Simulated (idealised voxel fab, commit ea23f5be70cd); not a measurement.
Process module name: voxel self aligned contacts
Pictured: cross-section cut, 205 nm wide, on a grid of 5 nm square cells.
Just so we're on the same page, the cross-sections are grids of square cells, and they're listed out in bands top to bottom, each band one or more rows deep. The band entry comprises the height of the band's top followed by the height of its bottom, expressed in nm, and subsequently the band's materials from left to right, each stated together with its width in nm. Where a single material is marked with the word "throughout", that material fills the band from edge to edge. The word "air" represents empty space. Basically, 0 is our baseline, since under it the wafer straight out of the box is all one material. The bottom band has no lower end and keeps on going down, so it looks like "0..down". A width such as "30 to 40" changes by the same amount from each row of cells to the next, from the band's top row to its bottom row. It should be understood that the words "remained unchanged", when stated for a given step, signify that the cross-section underwent no change in any of its cells during that step. "Closed void list" enumerates empty spaces isolated from the top, with no open way to it, that contain at least 8 cells, giving each as width x height at distance from the left edge, all three in nm. Read whatever lies past the settings on a step's line as the simulator's own remark about the step. overlay nm: mask right of planned place by this much (step with mask). Neg. = left. Pairs follow: section before one process step, section after it down to the lowest changed band, step with settings underneath. Pairs may come from different runs of this module on the same starting wafer; continuity with the pair above only as stated in the "Incoming profile" entry.

[Incoming profile]
0..down  Si throughout
Closed void list: none

[Post-Step Section View]
0..-5  SiO2 throughout
Below -5 it's all the same as before, nothing changed down there.
Closed void list: none
The structure goes from the before cross-section above to the after cross-section through OXIDIZE with depth nm 5

Incoming profile: taken from the pair above, after panel.

[Post-Step Section View]
30..0  polySi throughout
Below 0 it's all the same as before, nothing changed down there.
Closed void list: none
The structure goes from the before cross-section above to the after cross-section through DIRECTIONAL_DEP with material polySi, thk nm 30

Incoming profile: taken from the pair above, after panel.

[Post-Step Section View]
50..30  SiN throughout
Below 30 it's all the same as before, nothing changed down there.
Closed void list: none
The structure goes from the before cross-section above to the after cross-section through DIRECTIONAL_DEP with material SiN, thk nm 20

Incoming profile: taken from the pair above, after panel.

[Post-Step Section View]
50..30  65 air | 25 SiN | 25 air | 25 SiN | 65 air
Below 30 it's all the same as before, nothing changed down there.
Closed void list: none
The structure goes from the before cross-section above to the after cross-section through MASKED_ETCH with tone cover, mask id GATE, width nm 25, pitch nm 50, etch materials SiN, depth nm 20, overlay nm 0

Incoming profile: taken from the pair above, after panel.

[Post-Step Section View]
50..30  65 air | 25 SiN | 25 air | 25 SiN | 65 air
30..0  65 air | 25 polySi | 25 air | 25 polySi | 65 air
Below 0 it's all the same as before, nothing changed down there.
Closed void list: none
The structure goes from the before cross-section above to the after cross-section through MASKED_ETCH with tone cover, mask id GATE, width nm 25, pitch nm 50, etch materials polySi, depth nm 30, overlay nm 0

Incoming profile: taken from the pair above, after panel.

[Post-Step Section View]
55..30  60 air | 35 SiN | 15 air | 35 SiN | 60 air
30..5  60 air | 5 SiN | 25 polySi | 5 SiN | 15 air | 5 SiN | 25 polySi | 5 SiN | 60 air
5..0  65 SiN | 25 polySi | 25 SiN | 25 polySi | 65 SiN
Below 0 it's all the same as before, nothing changed down there.
Closed void list: none
The structure goes from the before cross-section above to the after cross-section through CONFORMAL_DEP with material SiN, thk nm 5

Incoming profile: taken from the pair above, after panel.

[Post-Step Section View]
50..30  60 air | 35 SiN | 15 air | 35 SiN | 60 air
30..0  60 air | 5 SiN | 25 polySi | 5 SiN | 15 air | 5 SiN | 25 polySi | 5 SiN | 60 air
Below 0 it's all the same as before, nothing changed down there.
Closed void list: none
The structure goes from the before cross-section above to the after cross-section through DIRECTIONAL_ETCH with etch materials SiN, depth nm 5

Incoming profile: taken from the pair above, after panel.

[Post-Step Section View]
60..50  SiO2 throughout
50..30  60 SiO2 | 35 SiN | 15 SiO2 | 35 SiN | 60 SiO2
30..0  60 SiO2 | 5 SiN | 25 polySi | 5 SiN | 15 SiO2 | 5 SiN | 25 polySi | 5 SiN | 60 SiO2
Below 0 it's all the same as before, nothing changed down there.
Closed void list: none
The structure goes from the before cross-section above to the after cross-section through FILL_DEP with material SiO2, thk nm 10

Incoming profile: taken from the pair above, after panel.

[Post-Step Section View]
55..50  SiO2 throughout
Below 50 it's all the same as before, nothing changed down there.
Closed void list: none
The structure goes from the before cross-section above to the after cross-section through CMP with height nm 55

Incoming profile: taken from the pair above, after panel.

[Post-Step Section View]
65..55  aC throughout
Below 55 it's all the same as before, nothing changed down there.
Closed void list: none
The structure goes from the before cross-section above to the after cross-section through DIRECTIONAL_DEP with material aC, thk nm 10

Incoming profile: taken from the pair above, after panel.

[Post-Step Section View]
90..65  85 resist | 35 air | 85 resist
Below 65 it's all the same as before, nothing changed down there.
Closed void list: none
The structure goes from the before cross-section above to the after cross-section through PATTERN with tone open, mask id CONTACT, material resist, width nm 35, thk nm 25, overlay nm 0

Incoming profile: taken from the pair above, after panel.

[Post-Step Section View]
80..65  85 resist | 35 air | 85 resist
65..55  85 aC | 35 air | 85 aC
Below 55 it's all the same as before, nothing changed down there.
Closed void list: none
The structure goes from the before cross-section above to the after cross-section through DIRECTIONAL_ETCH with etch materials aC, depth nm 10

Incoming profile: taken from the pair above, after panel.

[Post-Step Section View]
65..55  85 aC | 35 air | 85 aC
Below 55 it's all the same as before, nothing changed down there.
Closed void list: none
The structure goes from the before cross-section above to the after cross-section through STRIP with etch materials resist

Incoming profile: taken from the pair above, after panel.

[Post-Step Section View]
65..55  85 aC | 35 air | 85 aC
55..50  85 SiO2 | 35 air | 85 SiO2
50..30  60 SiO2 | 35 SiN | 15 air | 35 SiN | 60 SiO2
30..0  60 SiO2 | 5 SiN | 25 polySi | 5 SiN | 15 air | 5 SiN | 25 polySi | 5 SiN | 60 SiO2
0..-5  95 SiO2 | 15 air | 95 SiO2
Below -5 it's all the same as before, nothing changed down there.
Closed void list: none
The structure goes from the before cross-section above to the after cross-section through DIRECTIONAL_ETCH with etch materials SiO2, depth nm 60

Incoming profile: taken from the pair above, after panel.

[Post-Step Section View]
55..50  85 SiO2 | 35 air | 85 SiO2
Below 50 it's all the same as before, nothing changed down there.
Closed void list: none
The structure goes from the before cross-section above to the after cross-section through STRIP with etch materials aC

Incoming profile: taken from the pair above, after panel.

[Post-Step Section View]
60..55  90 TiN | 25 air | 90 TiN
55..50  85 SiO2 | 15 TiN | 5 air | 15 TiN | 85 SiO2
50..30  60 SiO2 | 35 SiN | 5 TiN | 5 air | 5 TiN | 35 SiN | 60 SiO2
30..0  60 SiO2 | 5 SiN | 25 polySi | 5 SiN | 5 TiN | 5 air | 5 TiN | 5 SiN | 25 polySi | 5 SiN | 60 SiO2
0..-5  95 SiO2 | 15 TiN | 95 SiO2
Below -5 it's all the same as before, nothing changed down there.
Closed void list: none
The structure goes from the before cross-section above to the after cross-section through CONFORMAL_DEP with material TiN, thk nm 5

Incoming profile: taken from the pair above, after panel.

[Post-Step Section View]
70..60  W throughout
60..55  90 TiN | 25 W | 90 TiN
55..50  85 SiO2 | 15 TiN | 5 W | 15 TiN | 85 SiO2
50..30  60 SiO2 | 35 SiN | 5 TiN | 5 W | 5 TiN | 35 SiN | 60 SiO2
30..0  60 SiO2 | 5 SiN | 25 polySi | 5 SiN | 5 TiN | 5 W | 5 TiN | 5 SiN | 25 polySi | 5 SiN | 60 SiO2
Below 0 it's all the same as before, nothing changed down there.
Closed void list: none
The structure goes from the before cross-section above to the after cross-section through FILL_DEP with material W, thk nm 10

Incoming profile: taken from the pair above, after panel.

[Post-Step Section View]
55..50  85 SiO2 | 15 TiN | 5 W | 15 TiN | 85 SiO2
Below 50 it's all the same as before, nothing changed down there.
Closed void list: none
The structure goes from the before cross-section above to the after cross-section through CMP with height nm 55

Incoming profile: taken from the pair above, after panel.

[Post-Step Section View]
60..55  SiCN throughout
Below 55 it's all the same as before, nothing changed down there.
Closed void list: none
The structure goes from the before cross-section above to the after cross-section through CONFORMAL_DEP with material SiCN, thk nm 5

[Incoming profile]
0..down  Si throughout
Closed void list: none

[Post-Step Section View]
30..0  polySi throughout
Below 0 it's all the same as before, nothing changed down there.
Closed void list: none
The structure goes from the before cross-section above to the after cross-section through DIRECTIONAL_DEP with material polySi, thk nm 30

Incoming profile: taken from the pair above, after panel.

[Post-Step Section View]
50..30  SiN throughout
Below 30 it's all the same as before, nothing changed down there.
Closed void list: none
The structure goes from the before cross-section above to the after cross-section through DIRECTIONAL_DEP with material SiN, thk nm 20

Incoming profile: taken from the pair above, after panel.

[Post-Step Section View]
50..30  65 air | 25 SiN | 25 air | 25 SiN | 65 air
Below 30 it's all the same as before, nothing changed down there.
Closed void list: none
The structure goes from the before cross-section above to the after cross-section through MASKED_ETCH with tone cover, mask id GATE, width nm 25, pitch nm 50, etch materials SiN, depth nm 20, overlay nm 0

Incoming profile: taken from the pair above, after panel.

[Post-Step Section View]
50..30  65 air | 25 SiN | 25 air | 25 SiN | 65 air
30..0  65 air | 25 polySi | 25 air | 25 polySi | 65 air
Below 0 it's all the same as before, nothing changed down there.
Closed void list: none
The structure goes from the before cross-section above to the after cross-section through MASKED_ETCH with tone cover, mask id GATE, width nm 25, pitch nm 50, etch materials polySi, depth nm 30, overlay nm 0

Incoming profile: taken from the pair above, after panel.

[Post-Step Section View]
55..30  60 air | 35 SiN | 15 air | 35 SiN | 60 air
30..5  60 air | 5 SiN | 25 polySi | 5 SiN | 15 air | 5 SiN | 25 polySi | 5 SiN | 60 air
5..0  65 SiN | 25 polySi | 25 SiN | 25 polySi | 65 SiN
Below 0 it's all the same as before, nothing changed down there.
Closed void list: none
The structure goes from the before cross-section above to the after cross-section through CONFORMAL_DEP with material SiN, thk nm 5

Incoming profile: taken from the pair above, after panel.

[Post-Step Section View]
50..30  60 air | 35 SiN | 15 air | 35 SiN | 60 air
30..0  60 air | 5 SiN | 25 polySi | 5 SiN | 15 air | 5 SiN | 25 polySi | 5 SiN | 60 air
Below 0 it's all the same as before, nothing changed down there.
Closed void list: none
The structure goes from the before cross-section above to the after cross-section through DIRECTIONAL_ETCH with etch materials SiN, depth nm 5

Incoming profile: taken from the pair above, after panel.

[Post-Step Section View]
60..50  SiO2 throughout
50..30  60 SiO2 | 35 SiN | 15 SiO2 | 35 SiN | 60 SiO2
30..0  60 SiO2 | 5 SiN | 25 polySi | 5 SiN | 15 SiO2 | 5 SiN | 25 polySi | 5 SiN | 60 SiO2
Below 0 it's all the same as before, nothing changed down there.
Closed void list: none
The structure goes from the before cross-section above to the after cross-section through FILL_DEP with material SiO2, thk nm 10

Incoming profile: taken from the pair above, after panel.

[Post-Step Section View]
55..50  SiO2 throughout
Below 50 it's all the same as before, nothing changed down there.
Closed void list: none
The structure goes from the before cross-section above to the after cross-section through CMP with height nm 55

Incoming profile: taken from the pair above, after panel.

[Post-Step Section View]
65..55  aC throughout
Below 55 it's all the same as before, nothing changed down there.
Closed void list: none
The structure goes from the before cross-section above to the after cross-section through DIRECTIONAL_DEP with material aC, thk nm 10

Incoming profile: taken from the pair above, after panel.

[Post-Step Section View]
90..65  85 resist | 35 air | 85 resist
Below 65 it's all the same as before, nothing changed down there.
Closed void list: none
The structure goes from the before cross-section above to the after cross-section through PATTERN with tone open, mask id CONTACT, material resist, width nm 35, thk nm 25, overlay nm 0

Incoming profile: taken from the pair above, after panel.

[Post-Step Section View]
80..65  85 resist | 35 air | 85 resist
65..55  85 aC | 35 air | 85 aC
Below 55 it's all the same as before, nothing changed down there.
Closed void list: none
The structure goes from the before cross-section above to the after cross-section through DIRECTIONAL_ETCH with etch materials aC, depth nm 10

Incoming profile: taken from the pair above, after panel.

[Post-Step Section View]
65..55  85 aC | 35 air | 85 aC
Below 55 it's all the same as before, nothing changed down there.
Closed void list: none
The structure goes from the before cross-section above to the after cross-section through STRIP with etch materials resist

Incoming profile: taken from the pair above, after panel.

[Post-Step Section View]
65..55  85 aC | 35 air | 85 aC
55..50  85 SiO2 | 35 air | 85 SiO2
50..30  60 SiO2 | 35 SiN | 15 air | 35 SiN | 60 SiO2
30..0  60 SiO2 | 5 SiN | 25 polySi | 5 SiN | 15 air | 5 SiN | 25 polySi | 5 SiN | 60 SiO2
Below 0 it's all the same as before, nothing changed down there.
Closed void list: none
The structure goes from the before cross-section above to the after cross-section through DIRECTIONAL_ETCH with etch materials SiO2, depth nm 60

Incoming profile: taken from the pair above, after panel.

[Post-Step Section View]
55..50  85 SiO2 | 35 air | 85 SiO2
Below 50 it's all the same as before, nothing changed down there.
Closed void list: none
The structure goes from the before cross-section above to the after cross-section through STRIP with etch materials aC

Incoming profile: taken from the pair above, after panel.

[Post-Step Section View]
60..55  90 TiN | 25 air | 90 TiN
55..50  85 SiO2 | 15 TiN | 5 air | 15 TiN | 85 SiO2
50..30  60 SiO2 | 35 SiN | 5 TiN | 5 air | 5 TiN | 35 SiN | 60 SiO2
30..5  60 SiO2 | 5 SiN | 25 polySi | 5 SiN | 5 TiN | 5 air | 5 TiN | 5 SiN | 25 polySi | 5 SiN | 60 SiO2
5..0  60 SiO2 | 5 SiN | 25 polySi | 5 SiN | 15 TiN | 5 SiN | 25 polySi | 5 SiN | 60 SiO2
Below 0 it's all the same as before, nothing changed down there.
Closed void list: none
The structure goes from the before cross-section above to the after cross-section through CONFORMAL_DEP with material TiN, thk nm 5

Incoming profile: taken from the pair above, after panel.

[Post-Step Section View]
70..60  W throughout
60..55  90 TiN | 25 W | 90 TiN
55..50  85 SiO2 | 15 TiN | 5 W | 15 TiN | 85 SiO2
50..30  60 SiO2 | 35 SiN | 5 TiN | 5 W | 5 TiN | 35 SiN | 60 SiO2
30..5  60 SiO2 | 5 SiN | 25 polySi | 5 SiN | 5 TiN | 5 W | 5 TiN | 5 SiN | 25 polySi | 5 SiN | 60 SiO2
Below 5 it's all the same as before, nothing changed down there.
Closed void list: none
The structure goes from the before cross-section above to the after cross-section through FILL_DEP with material W, thk nm 10

Incoming profile: taken from the pair above, after panel.

[Post-Step Section View]
55..50  85 SiO2 | 15 TiN | 5 W | 15 TiN | 85 SiO2
Below 50 it's all the same as before, nothing changed down there.
Closed void list: none
The structure goes from the before cross-section above to the after cross-section through CMP with height nm 55

Incoming profile: taken from the pair above, after panel.

[Post-Step Section View]
60..55  SiCN throughout
Below 55 it's all the same as before, nothing changed down there.
Closed void list: none
The structure goes from the before cross-section above to the after cross-section through CONFORMAL_DEP with material SiCN, thk nm 5

[Incoming profile]
30..0  polySi throughout
0..-5  SiO2 throughout
-5..down  Si throughout
Closed void list: none

[Post-Step Section View]
60..0  polySi throughout
Below 0 it's all the same as before, nothing changed down there.
Closed void list: none
The structure goes from the before cross-section above to the after cross-section through DIRECTIONAL_DEP with material polySi, thk nm 30

Incoming profile: taken from the pair above, after panel.

[Post-Step Section View]
80..60  SiN throughout
Below 60 it's all the same as before, nothing changed down there.
Closed void list: none
The structure goes from the before cross-section above to the after cross-section through DIRECTIONAL_DEP with material SiN, thk nm 20

Incoming profile: taken from the pair above, after panel.

[Post-Step Section View]
80..60  65 air | 25 SiN | 25 air | 25 SiN | 65 air
Below 60 it's all the same as before, nothing changed down there.
Closed void list: none
The structure goes from the before cross-section above to the after cross-section through MASKED_ETCH with tone cover, mask id GATE, width nm 25, pitch nm 50, etch materials SiN, depth nm 20, overlay nm 0

Incoming profile: taken from the pair above, after panel.

[Post-Step Section View]
80..60  65 air | 25 SiN | 25 air | 25 SiN | 65 air
60..30  65 air | 25 polySi | 25 air | 25 polySi | 65 air
Below 30 it's all the same as before, nothing changed down there.
Closed void list: none
The structure goes from the before cross-section above to the after cross-section through MASKED_ETCH with tone cover, mask id GATE, width nm 25, pitch nm 50, etch materials polySi, depth nm 30, overlay nm 0

Incoming profile: taken from the pair above, after panel.

[Post-Step Section View]
85..60  60 air | 35 SiN | 15 air | 35 SiN | 60 air
60..35  60 air | 5 SiN | 25 polySi | 5 SiN | 15 air | 5 SiN | 25 polySi | 5 SiN | 60 air
35..30  65 SiN | 25 polySi | 25 SiN | 25 polySi | 65 SiN
Below 30 it's all the same as before, nothing changed down there.
Closed void list: none
The structure goes from the before cross-section above to the after cross-section through CONFORMAL_DEP with material SiN, thk nm 5

Incoming profile: taken from the pair above, after panel.

[Post-Step Section View]
80..60  60 air | 35 SiN | 15 air | 35 SiN | 60 air
60..30  60 air | 5 SiN | 25 polySi | 5 SiN | 15 air | 5 SiN | 25 polySi | 5 SiN | 60 air
Below 30 it's all the same as before, nothing changed down there.
Closed void list: none
The structure goes from the before cross-section above to the after cross-section through DIRECTIONAL_ETCH with etch materials SiN, depth nm 5

Incoming profile: taken from the pair above, after panel.

[Post-Step Section View]
90..80  SiO2 throughout
80..60  60 SiO2 | 35 SiN | 15 SiO2 | 35 SiN | 60 SiO2
60..30  60 SiO2 | 5 SiN | 25 polySi | 5 SiN | 15 SiO2 | 5 SiN | 25 polySi | 5 SiN | 60 SiO2
Below 30 it's all the same as before, nothing changed down there.
Closed void list: none
The structure goes from the before cross-section above to the after cross-section through FILL_DEP with material SiO2, thk nm 10

Incoming profile: taken from the pair above, after panel.

[Post-Step Section View]
55..30  60 SiO2 | 5 SiN | 25 polySi | 5 SiN | 15 SiO2 | 5 SiN | 25 polySi | 5 SiN | 60 SiO2
Below 30 it's all the same as before, nothing changed down there.
Closed void list: none
The structure goes from the before cross-section above to the after cross-section through CMP with height nm 55

Incoming profile: taken from the pair above, after panel.

[Post-Step Section View]
65..55  aC throughout
Below 55 it's all the same as before, nothing changed down there.
Closed void list: none
The structure goes from the before cross-section above to the after cross-section through DIRECTIONAL_DEP with material aC, thk nm 10

Incoming profile: taken from the pair above, after panel.

[Post-Step Section View]
90..65  85 resist | 35 air | 85 resist
Below 65 it's all the same as before, nothing changed down there.
Closed void list: none
The structure goes from the before cross-section above to the after cross-section through PATTERN with tone open, mask id CONTACT, material resist, width nm 35, thk nm 25, overlay nm 0

Incoming profile: taken from the pair above, after panel.

[Post-Step Section View]
80..65  85 resist | 35 air | 85 resist
65..55  85 aC | 35 air | 85 aC
Below 55 it's all the same as before, nothing changed down there.
Closed void list: none
The structure goes from the before cross-section above to the after cross-section through DIRECTIONAL_ETCH with etch materials aC, depth nm 10

Incoming profile: taken from the pair above, after panel.

[Post-Step Section View]
65..55  85 aC | 35 air | 85 aC
Below 55 it's all the same as before, nothing changed down there.
Closed void list: none
The structure goes from the before cross-section above to the after cross-section through STRIP with etch materials resist

Incoming profile: taken from the pair above, after panel.

[Post-Step Section View]
65..55  85 aC | 35 air | 85 aC
55..30  60 SiO2 | 5 SiN | 25 polySi | 5 SiN | 15 air | 5 SiN | 25 polySi | 5 SiN | 60 SiO2
Below 30 it's all the same as before, nothing changed down there.
Closed void list: none
The structure goes from the before cross-section above to the after cross-section through DIRECTIONAL_ETCH with etch materials SiO2, depth nm 60

Incoming profile: taken from the pair above, after panel.

[Post-Step Section View]
55..30  60 SiO2 | 5 SiN | 25 polySi | 5 SiN | 15 air | 5 SiN | 25 polySi | 5 SiN | 60 SiO2
Below 30 it's all the same as before, nothing changed down there.
Closed void list: none
The structure goes from the before cross-section above to the after cross-section through STRIP with etch materials aC

Incoming profile: taken from the pair above, after panel.

[Post-Step Section View]
60..55  100 TiN | 5 air | 100 TiN
55..35  60 SiO2 | 5 SiN | 25 polySi | 5 SiN | 5 TiN | 5 air | 5 TiN | 5 SiN | 25 polySi | 5 SiN | 60 SiO2
35..30  60 SiO2 | 5 SiN | 25 polySi | 5 SiN | 15 TiN | 5 SiN | 25 polySi | 5 SiN | 60 SiO2
Below 30 it's all the same as before, nothing changed down there.
Closed void list: none
The structure goes from the before cross-section above to the after cross-section through CONFORMAL_DEP with material TiN, thk nm 5

Incoming profile: taken from the pair above, after panel.

[Post-Step Section View]
70..60  W throughout
60..55  100 TiN | 5 W | 100 TiN
55..35  60 SiO2 | 5 SiN | 25 polySi | 5 SiN | 5 TiN | 5 W | 5 TiN | 5 SiN | 25 polySi | 5 SiN | 60 SiO2
Below 35 it's all the same as before, nothing changed down there.
Closed void list: none
The structure goes from the before cross-section above to the after cross-section through FILL_DEP with material W, thk nm 10

Incoming profile: taken from the pair above, after panel.

[Post-Step Section View]
55..35  60 SiO2 | 5 SiN | 25 polySi | 5 SiN | 5 TiN | 5 W | 5 TiN | 5 SiN | 25 polySi | 5 SiN | 60 SiO2
Below 35 it's all the same as before, nothing changed down there.
Closed void list: none
The structure goes from the before cross-section above to the after cross-section through CMP with height nm 55

Incoming profile: taken from the pair above, after panel.

[Post-Step Section View]
60..55  SiCN throughout
Below 55 it's all the same as before, nothing changed down there.
Closed void list: none
The structure goes from the before cross-section above to the after cross-section through CONFORMAL_DEP with material SiCN, thk nm 5

[Incoming profile]
30..0  polySi throughout
0..down  Si throughout
Closed void list: none

[Post-Step Section View]
30..25  SiO2 throughout
Below 25 it's all the same as before, nothing changed down there.
Closed void list: none
The structure goes from the before cross-section above to the after cross-section through OXIDIZE with depth nm 5

Incoming profile: taken from the pair above, after panel.

[Post-Step Section View]
50..30  SiN throughout
Below 30 it's all the same as before, nothing changed down there.
Closed void list: none
The structure goes from the before cross-section above to the after cross-section through DIRECTIONAL_DEP with material SiN, thk nm 20

Incoming profile: taken from the pair above, after panel.

[Post-Step Section View]
50..30  65 air | 25 SiN | 25 air | 25 SiN | 65 air
Below 30 it's all the same as before, nothing changed down there.
Closed void list: none
The structure goes from the before cross-section above to the after cross-section through MASKED_ETCH with tone cover, mask id GATE, width nm 25, pitch nm 50, etch materials SiN, depth nm 20, overlay nm 0

Incoming profile: taken from the pair above, after panel.

[Post-Step Section View]
55..35  60 air | 35 SiN | 15 air | 35 SiN | 60 air
35..30  SiN throughout
Below 30 it's all the same as before, nothing changed down there.
Closed void list: none
The structure goes from the before cross-section above to the after cross-section through CONFORMAL_DEP with material SiN, thk nm 5

Incoming profile: taken from the pair above, after panel.

[Post-Step Section View]
50..30  60 air | 35 SiN | 15 air | 35 SiN | 60 air
Below 30 it's all the same as before, nothing changed down there.
Closed void list: none
The structure goes from the before cross-section above to the after cross-section through DIRECTIONAL_ETCH with etch materials SiN, depth nm 5

Incoming profile: taken from the pair above, after panel.

[Post-Step Section View]
60..50  SiO2 throughout
50..30  60 SiO2 | 35 SiN | 15 SiO2 | 35 SiN | 60 SiO2
Below 30 it's all the same as before, nothing changed down there.
Closed void list: none
The structure goes from the before cross-section above to the after cross-section through FILL_DEP with material SiO2, thk nm 10

Incoming profile: taken from the pair above, after panel.

[Post-Step Section View]
55..50  SiO2 throughout
Below 50 it's all the same as before, nothing changed down there.
Closed void list: none
The structure goes from the before cross-section above to the after cross-section through CMP with height nm 55

Incoming profile: taken from the pair above, after panel.

[Post-Step Section View]
65..55  aC throughout
Below 55 it's all the same as before, nothing changed down there.
Closed void list: none
The structure goes from the before cross-section above to the after cross-section through DIRECTIONAL_DEP with material aC, thk nm 10

Incoming profile: taken from the pair above, after panel.

[Post-Step Section View]
90..65  85 resist | 35 air | 85 resist
Below 65 it's all the same as before, nothing changed down there.
Closed void list: none
The structure goes from the before cross-section above to the after cross-section through PATTERN with tone open, mask id CONTACT, material resist, width nm 35, thk nm 25, overlay nm 0

Incoming profile: taken from the pair above, after panel.

[Post-Step Section View]
80..65  85 resist | 35 air | 85 resist
65..55  85 aC | 35 air | 85 aC
Below 55 it's all the same as before, nothing changed down there.
Closed void list: none
The structure goes from the before cross-section above to the after cross-section through DIRECTIONAL_ETCH with etch materials aC, depth nm 10

Incoming profile: taken from the pair above, after panel.

[Post-Step Section View]
65..55  85 aC | 35 air | 85 aC
Below 55 it's all the same as before, nothing changed down there.
Closed void list: none
The structure goes from the before cross-section above to the after cross-section through STRIP with etch materials resist

Incoming profile: taken from the pair above, after panel.

[Post-Step Section View]
65..55  85 aC | 35 air | 85 aC
55..50  85 SiO2 | 35 air | 85 SiO2
50..30  60 SiO2 | 35 SiN | 15 air | 35 SiN | 60 SiO2
30..25  95 SiO2 | 15 air | 95 SiO2
Below 25 it's all the same as before, nothing changed down there.
Closed void list: none
The structure goes from the before cross-section above to the after cross-section through DIRECTIONAL_ETCH with etch materials SiO2, depth nm 60

Incoming profile: taken from the pair above, after panel.

[Post-Step Section View]
55..50  85 SiO2 | 35 air | 85 SiO2
Below 50 it's all the same as before, nothing changed down there.
Closed void list: none
The structure goes from the before cross-section above to the after cross-section through STRIP with etch materials aC

Incoming profile: taken from the pair above, after panel.

[Post-Step Section View]
60..55  90 TiN | 25 air | 90 TiN
55..50  85 SiO2 | 15 TiN | 5 air | 15 TiN | 85 SiO2
50..30  60 SiO2 | 35 SiN | 5 TiN | 5 air | 5 TiN | 35 SiN | 60 SiO2
30..25  95 SiO2 | 15 TiN | 95 SiO2
Below 25 it's all the same as before, nothing changed down there.
Closed void list: none
The structure goes from the before cross-section above to the after cross-section through CONFORMAL_DEP with material TiN, thk nm 5

Incoming profile: taken from the pair above, after panel.

[Post-Step Section View]
70..60  W throughout
60..55  90 TiN | 25 W | 90 TiN
55..50  85 SiO2 | 15 TiN | 5 W | 15 TiN | 85 SiO2
50..30  60 SiO2 | 35 SiN | 5 TiN | 5 W | 5 TiN | 35 SiN | 60 SiO2
Below 30 it's all the same as before, nothing changed down there.
Closed void list: none
The structure goes from the before cross-section above to the after cross-section through FILL_DEP with material W, thk nm 10

Incoming profile: taken from the pair above, after panel.

[Post-Step Section View]
55..50  85 SiO2 | 15 TiN | 5 W | 15 TiN | 85 SiO2
Below 50 it's all the same as before, nothing changed down there.
Closed void list: none
The structure goes from the before cross-section above to the after cross-section through CMP with height nm 55

Incoming profile: taken from the pair above, after panel.

[Post-Step Section View]
60..55  SiCN throughout
Below 55 it's all the same as before, nothing changed down there.
Closed void list: none
The structure goes from the before cross-section above to the after cross-section through CONFORMAL_DEP with material SiCN, thk nm 5

[Incoming profile]
30..0  polySi throughout
0..-5  SiO2 throughout
-5..down  Si throughout
Closed void list: none

[Post-Step Section View]
55..30  SiN throughout
Below 30 it's all the same as before, nothing changed down there.
Closed void list: none
The structure goes from the before cross-section above to the after cross-section through DIRECTIONAL_DEP with material SiN, thk nm 25

Incoming profile: taken from the pair above, after panel.

[Post-Step Section View]
55..35  65 air | 25 SiN | 25 air | 25 SiN | 65 air
Below 35 it's all the same as before, nothing changed down there.
Closed void list: none
The structure goes from the before cross-section above to the after cross-section through MASKED_ETCH with tone cover, mask id GATE, width nm 25, pitch nm 50, etch materials SiN, depth nm 20, overlay nm 0

Incoming profile: taken from the pair above, after panel.

[Post-Step Section View]
60..40  60 air | 35 SiN | 15 air | 35 SiN | 60 air
40..30  SiN throughout
Below 30 it's all the same as before, nothing changed down there.
Closed void list: none
The structure goes from the before cross-section above to the after cross-section through CONFORMAL_DEP with material SiN, thk nm 5

Incoming profile: taken from the pair above, after panel.

[Post-Step Section View]
55..35  60 air | 35 SiN | 15 air | 35 SiN | 60 air
Below 35 it's all the same as before, nothing changed down there.
Closed void list: none
The structure goes from the before cross-section above to the after cross-section through DIRECTIONAL_ETCH with etch materials SiN, depth nm 5

Incoming profile: taken from the pair above, after panel.

[Post-Step Section View]
65..55  SiO2 throughout
55..35  60 SiO2 | 35 SiN | 15 SiO2 | 35 SiN | 60 SiO2
Below 35 it's all the same as before, nothing changed down there.
Closed void list: none
The structure goes from the before cross-section above to the after cross-section through FILL_DEP with material SiO2, thk nm 10

Incoming profile: taken from the pair above, after panel.

[Post-Step Section View]
55..35  60 SiO2 | 35 SiN | 15 SiO2 | 35 SiN | 60 SiO2
Below 35 it's all the same as before, nothing changed down there.
Closed void list: none
The structure goes from the before cross-section above to the after cross-section through CMP with height nm 55

Incoming profile: taken from the pair above, after panel.

[Post-Step Section View]
65..55  aC throughout
Below 55 it's all the same as before, nothing changed down there.
Closed void list: none
The structure goes from the before cross-section above to the after cross-section through DIRECTIONAL_DEP with material aC, thk nm 10

Incoming profile: taken from the pair above, after panel.

[Post-Step Section View]
90..65  85 resist | 35 air | 85 resist
Below 65 it's all the same as before, nothing changed down there.
Closed void list: none
The structure goes from the before cross-section above to the after cross-section through PATTERN with tone open, mask id CONTACT, material resist, width nm 35, thk nm 25, overlay nm 0

Incoming profile: taken from the pair above, after panel.

[Post-Step Section View]
80..65  85 resist | 35 air | 85 resist
65..55  85 aC | 35 air | 85 aC
Below 55 it's all the same as before, nothing changed down there.
Closed void list: none
The structure goes from the before cross-section above to the after cross-section through DIRECTIONAL_ETCH with etch materials aC, depth nm 10

Incoming profile: taken from the pair above, after panel.

[Post-Step Section View]
65..55  85 aC | 35 air | 85 aC
Below 55 it's all the same as before, nothing changed down there.
Closed void list: none
The structure goes from the before cross-section above to the after cross-section through STRIP with etch materials resist

Incoming profile: taken from the pair above, after panel.

[Post-Step Section View]
65..55  85 aC | 35 air | 85 aC
55..35  60 SiO2 | 35 SiN | 15 air | 35 SiN | 60 SiO2
Below 35 it's all the same as before, nothing changed down there.
Closed void list: none
The structure goes from the before cross-section above to the after cross-section through DIRECTIONAL_ETCH with etch materials SiO2, depth nm 60

Incoming profile: taken from the pair above, after panel.

[Post-Step Section View]
55..35  60 SiO2 | 35 SiN | 15 air | 35 SiN | 60 SiO2
Below 35 it's all the same as before, nothing changed down there.
Closed void list: none
The structure goes from the before cross-section above to the after cross-section through STRIP with etch materials aC

Incoming profile: taken from the pair above, after panel.

[Post-Step Section View]
60..55  100 TiN | 5 air | 100 TiN
55..40  60 SiO2 | 35 SiN | 5 TiN | 5 air | 5 TiN | 35 SiN | 60 SiO2
40..35  60 SiO2 | 35 SiN | 15 TiN | 35 SiN | 60 SiO2
Below 35 it's all the same as before, nothing changed down there.
Closed void list: none
The structure goes from the before cross-section above to the after cross-section through CONFORMAL_DEP with material TiN, thk nm 5

Incoming profile: taken from the pair above, after panel.

[Post-Step Section View]
70..60  W throughout
60..55  100 TiN | 5 W | 100 TiN
55..40  60 SiO2 | 35 SiN | 5 TiN | 5 W | 5 TiN | 35 SiN | 60 SiO2
Below 40 it's all the same as before, nothing changed down there.
Closed void list: none
The structure goes from the before cross-section above to the after cross-section through FILL_DEP with material W, thk nm 10

Incoming profile: taken from the pair above, after panel.

[Post-Step Section View]
55..40  60 SiO2 | 35 SiN | 5 TiN | 5 W | 5 TiN | 35 SiN | 60 SiO2
Below 40 it's all the same as before, nothing changed down there.
Closed void list: none
The structure goes from the before cross-section above to the after cross-section through CMP with height nm 55
